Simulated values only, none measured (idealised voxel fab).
process module | voxel local oxidation
cross-section cut | 175 nm wide | cells 5 nm
A cross-section is a grid of square cells, given in bands from the top down. A band is one or more rows of cells.
Each band's line starts with the height of the band's top and of its bottom, in nm. Then come its materials from left to right, each with its width in nm. One material with "throughout" fills the band from edge to edge. "air" is empty space.
Height 0 is the level under which the wafer as received is all one material. The lowest band goes on downwards, as in "0 down".
A width such as "30 to 40" changes by the same amount from each row of cells to the next, from the band's top row to its bottom row.
"no change" after a step means that no cell of the cross-section changed.
closed voids: empty space of 8 cells or more with no open way to the top, each as width x height at its distance from the left edge, in nm
after a step's settings: what the simulator itself notes on the step
overlay nm, on a step with a mask: how far to the right of its planned place the mask lay; to the left if negative
plan
1 op RECEIVE | material Si
2 op OXIDIZE | depth nm 5
3 op CONFORMAL_DEP | material SiN | thk nm 10
4 op MASKED_ETCH | tone cover | mask id ACTIVE | width nm 115 | etch materials SiN | depth nm 10 | overlay nm 0
5 op SELECTIVE_ETCH | etch materials SiO2 | depth nm 5
6 op OXIDIZE | depth nm 15
7 op STRIP | etch materials SiN
as received, after step 1
  0 down: Si throughout
  closed voids: none
a wafer at the end: this start, this plan, one mistake
  0 to -5: air 45 | SiO2 105 | air 25
  -5 to -20: SiO2 60 | Si 75 | SiO2 40
  -20 down: Si throughout
  closed voids: none
what went wrong: step 4 ran as: op MASKED_ETCH | tone cover | mask id ACTIVE | width nm 115 | etch materials SiN | depth nm 10 | overlay nm 10
